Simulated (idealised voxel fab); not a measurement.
Proc. module: voxel wiring stack
Section shown: cut. Width: 300 nm. Cell size: 5 nm, square.
How to read a cross-section here: the picture is a grid of square cells, written as bands going from the top down, and any band can span one or more rows of cells.
Quick guide to a band line: top height, bottom height (nm) up front; then every material left to right with its width in nm. Only one material and it's marked "all across"? Then it fills the band edge to edge. And "air" just means empty space.
Counting heights begins at 0, where everything beneath is, in the wafer as received, one material. The lowest band has no bottom; it goes on downwards, as "0..down" shows.
Width spec "30 to 40" -> top row of cells at first value, bottom row at second value, equal per-row change in between.
"changes: none" -> step changed no cross-section cell.
This entry, "Closed cavity list", enumerates those empty regions of no fewer than 8 cells that possess no open connection to the top. Each region is reported in the form width x height at distance, the distance being taken from the left edge, with all three quantities expressed in nm.
If you see something after the settings on a step's line, that's the simulator's own remark about that step.
The "overlay nm" setting may appear on a step's line; for a step that uses a mask, it gives how far to the right of its planned position the mask lay, and a negative value indicates the left.

[Planned process steps]
- 1: op RECEIVE | material Si
- 2: op CONFORMAL_DEP | material SiO2 | thk nm 15
- 3: op CONFORMAL_DEP | material SiN | thk nm 5
- 4: op DIRECTIONAL_DEP | material SiO2 | thk nm 15
- 5: op DIRECTIONAL_DEP | material aC | thk nm 10
- 6: op PATTERN | tone open | mask id METAL_1 | material resist | width nm 30 | pitch nm 55 | thk nm 25 | overlay nm 0
- 7: op DIRECTIONAL_ETCH | etch materials aC | depth nm 10
- 8: op STRIP | etch materials resist
- 9: op DIRECTIONAL_ETCH | etch materials SiO2 | depth nm 15
- 10: op DIRECTIONAL_ETCH | etch materials SiN | depth nm 5
- 11: op STRIP | etch materials aC
- 12: op CONFORMAL_DEP | material TiN | thk nm 5
- 13: op FILL_DEP | material Ru | thk nm 10
- 14: op CMP | height nm 35
- 15: op CONFORMAL_DEP | material SiCN | thk nm 5
- 16: op DIRECTIONAL_DEP | material lowk | thk nm 30
- 17: op PATTERN | tone open | mask id METAL_2 | material resist | width nm 30 | pitch nm 55 | thk nm 20 | overlay nm 0
- 18: op DIRECTIONAL_ETCH | etch materials lowk | depth nm 20
- 19: op STRIP | etch materials resist
- 20: op MASKED_ETCH | tone open | mask id METAL_2_HOLES | width nm 15 | pitch nm 55 | etch materials lowk | depth nm 10 | overlay nm 0
- 21: op MASKED_ETCH | tone open | mask id METAL_2_HOLES | width nm 15 | pitch nm 55 | etch materials SiCN | depth nm 5 | overlay nm 0
- 22: op CONFORMAL_DEP | material TiN | thk nm 5
- 23: op FILL_DEP | material Cu | thk nm 10
- 24: op CMP | height nm 70
- 25: op CONFORMAL_DEP | material SiCN | thk nm 5
- 26: op DIRECTIONAL_DEP | material SiO2 | thk nm 30
- 27: op MASKED_ETCH | tone open | mask id METAL_3_HOLES | width nm 15 | pitch nm 55 | etch materials SiO2 | depth nm 30 | overlay nm 0
- 28: op MASKED_ETCH | tone open | mask id METAL_3 | width nm 30 | pitch nm 55 | etch materials SiO2 | depth nm 20 | overlay nm 0
- 29: op MASKED_ETCH | tone open | mask id METAL_3 | width nm 30 | pitch nm 55 | etch materials SiCN | depth nm 5 | overlay nm 0
- 30: op CONFORMAL_DEP | material TiN | thk nm 5
- 31: op FILL_DEP | material Cu | thk nm 5
- 32: op CMP | height nm 105
- 33: op CONFORMAL_DEP | material SiCN | thk nm 5
- 34: op DIRECTIONAL_DEP | material lowk | thk nm 30
- 35: op MASKED_ETCH | tone open | mask id METAL_4_HOLES | width nm 15 | pitch nm 55 | etch materials lowk | depth nm 30 | overlay nm 0
- 36: op DIRECTIONAL_DEP | material aC | thk nm 10
- 37: op PATTERN | tone open | mask id METAL_4 | material resist | width nm 30 | pitch nm 55 | thk nm 30 | overlay nm 0
- 38: op DIRECTIONAL_ETCH | etch materials aC | depth nm 10
- 39: op STRIP | etch materials resist
- 40: op DIRECTIONAL_ETCH | etch materials lowk | depth nm 20
- 41: op DIRECTIONAL_ETCH | etch materials SiCN | depth nm 5
- 42: op STRIP | etch materials aC
- 43: op CONFORMAL_DEP | material TiN | thk nm 5
- 44: op FILL_DEP | material Cu | thk nm 5
- 45: op CMP | height nm 140
- 46: op CONFORMAL_DEP | material SiN | thk nm 5

[Cross-section of the incoming wafer, state after step 1]
	0..down = Si all across
	Closed cavity list: none

[First wafer of two, sectioned at end of module; run went per plan]
	145..140 = SiN all across
	140..125 = lowk=80, then TiN=5, then Cu=20, then TiN=5, then lowk=25, then TiN=5, then Cu=20, then TiN=5, then lowk=25, then TiN=5, then Cu=20, then TiN=5, then lowk=80
	125..120 = lowk=80, then TiN=5, then Cu=5, then TiN=20, then lowk=25, then TiN=5, then Cu=5, then TiN=20, then lowk=25, then TiN=5, then Cu=5, then TiN=20, then lowk=80
	120..110 = lowk=80, then TiN=5, then Cu=5, then TiN=5, then lowk=40, then TiN=5, then Cu=5, then TiN=5, then lowk=40, then TiN=5, then Cu=5, then TiN=5, then lowk=95
	110..105 = SiCN=80, then TiN=15, then SiCN=40, then TiN=15, then SiCN=40, then TiN=15, then SiCN=95
	105..90 = SiO2=80, then TiN=5, then Cu=20, then TiN=5, then SiO2=25, then TiN=5, then Cu=20, then TiN=5, then SiO2=25, then TiN=5, then Cu=20, then TiN=5, then SiO2=80
	90..85 = SiO2=80, then TiN=5, then Cu=5, then TiN=20, then SiO2=25, then TiN=5, then Cu=5, then TiN=20, then SiO2=25, then TiN=5, then Cu=5, then TiN=20, then SiO2=80
	85..75 = SiO2=80, then TiN=5, then Cu=5, then TiN=5, then SiO2=40, then TiN=5, then Cu=5, then TiN=5, then SiO2=40, then TiN=5, then Cu=5, then TiN=5, then SiO2=95
	75..70 = SiCN=80, then TiN=15, then SiCN=40, then TiN=15, then SiCN=40, then TiN=15, then SiCN=95
	70..55 = lowk=80, then TiN=5, then Cu=20, then TiN=5, then lowk=25, then TiN=5, then Cu=20, then TiN=5, then lowk=25, then TiN=5, then Cu=20, then TiN=5, then lowk=80
	55..50 = lowk=80, then TiN=5, then Cu=5, then TiN=20, then lowk=25, then TiN=5, then Cu=5, then TiN=20, then lowk=25, then TiN=5, then Cu=5, then TiN=20, then lowk=80
	50..40 = lowk=80, then TiN=5, then Cu=5, then TiN=5, then lowk=40, then TiN=5, then Cu=5, then TiN=5, then lowk=40, then TiN=5, then Cu=5, then TiN=5, then lowk=95
	40..35 = SiCN=80, then TiN=15, then SiCN=40, then TiN=15, then SiCN=40, then TiN=15, then SiCN=95
	35..20 = SiO2=80, then TiN=5, then Ru=20, then TiN=5, then SiO2=25, then TiN=5, then Ru=20, then TiN=5, then SiO2=25, then TiN=5, then Ru=20, then TiN=5, then SiO2=80
	20..15 = SiN=80, then TiN=30, then SiN=25, then TiN=30, then SiN=25, then TiN=30, then SiN=80
	15..0 = SiO2 all across
	0..down = Si all across
	Closed cavity list: none

[Presented here is a cross-section of the second of the two wafers as it stood at the end of the module. It was started in the same manner and assigned the same plan as the first wafer; however, one mistake was made in its execution]
	145..140 = SiN all across
	140..125 = Cu=90, then TiN=5, then lowk=15, then TiN=5, then Cu=30, then TiN=5, then lowk=15, then TiN=5, then Cu=30, then TiN=5, then lowk=15, then TiN=5, then Cu=75
	125..120 = TiN=85, then Cu=5, then TiN=5, then lowk=15, then TiN=30, then Cu=5, then TiN=5, then lowk=15, then TiN=30, then Cu=5, then TiN=5, then lowk=15, then TiN=80
	120..115 = lowk=80, then TiN=5, then Cu=5, then TiN=5, then lowk=40, then TiN=5, then Cu=5, then TiN=5, then lowk=40, then TiN=5, then Cu=5, then TiN=5, then lowk=95
	115..110 = lowk=80, then TiN=15, then lowk=40, then TiN=15, then lowk=40, then TiN=15, then lowk=95
	110..105 = SiCN all across
	105..90 = SiO2=80, then TiN=5, then Cu=20, then TiN=5, then SiO2=25, then TiN=5, then Cu=20, then TiN=5, then SiO2=25, then TiN=5, then Cu=20, then TiN=5, then SiO2=80
	90..85 = SiO2=80, then TiN=5, then Cu=5, then TiN=20, then SiO2=25, then TiN=5, then Cu=5, then TiN=20, then SiO2=25, then TiN=5, then Cu=5, then TiN=20, then SiO2=80
	85..75 = SiO2=80, then TiN=5, then Cu=5, then TiN=5, then SiO2=40, then TiN=5, then Cu=5, then TiN=5, then SiO2=40, then TiN=5, then Cu=5, then TiN=5, then SiO2=95
	75..70 = SiCN=80, then TiN=15, then SiCN=40, then TiN=15, then SiCN=40, then TiN=15, then SiCN=95
	70..55 = lowk=80, then TiN=5, then Cu=20, then TiN=5, then lowk=25, then TiN=5, then Cu=20, then TiN=5, then lowk=25, then TiN=5, then Cu=20, then TiN=5, then lowk=80
	55..50 = lowk=80, then TiN=5, then Cu=5, then TiN=20, then lowk=25, then TiN=5, then Cu=5, then TiN=20, then lowk=25, then TiN=5, then Cu=5, then TiN=20, then lowk=80
	50..40 = lowk=80, then TiN=5, then Cu=5, then TiN=5, then lowk=40, then TiN=5, then Cu=5, then TiN=5, then lowk=40, then TiN=5, then Cu=5, then TiN=5, then lowk=95
	40..35 = SiCN=80, then TiN=15, then SiCN=40, then TiN=15, then SiCN=40, then TiN=15, then SiCN=95
	35..20 = SiO2=80, then TiN=5, then Ru=20, then TiN=5, then SiO2=25, then TiN=5, then Ru=20, then TiN=5, then SiO2=25, then TiN=5, then Ru=20, then TiN=5, then SiO2=80
	20..15 = SiN=80, then TiN=30, then SiN=25, then TiN=30, then SiN=25, then TiN=30, then SiN=80
	15..0 = SiO2 all across
	0..down = Si all across
	Closed cavity list: none
Misprocessing identified: step 37 ran with different settings than intended, the actual operation and settings being op PATTERN | tone cover | mask id METAL_4 | material resist | width nm 30 | pitch nm 55 | thk nm 30 | overlay nm 0
The closing comparison, in cells, has the second wafer with more or fewer of some materials than the first: Cu +96; SiCN +9; TiN +27; lowk -132
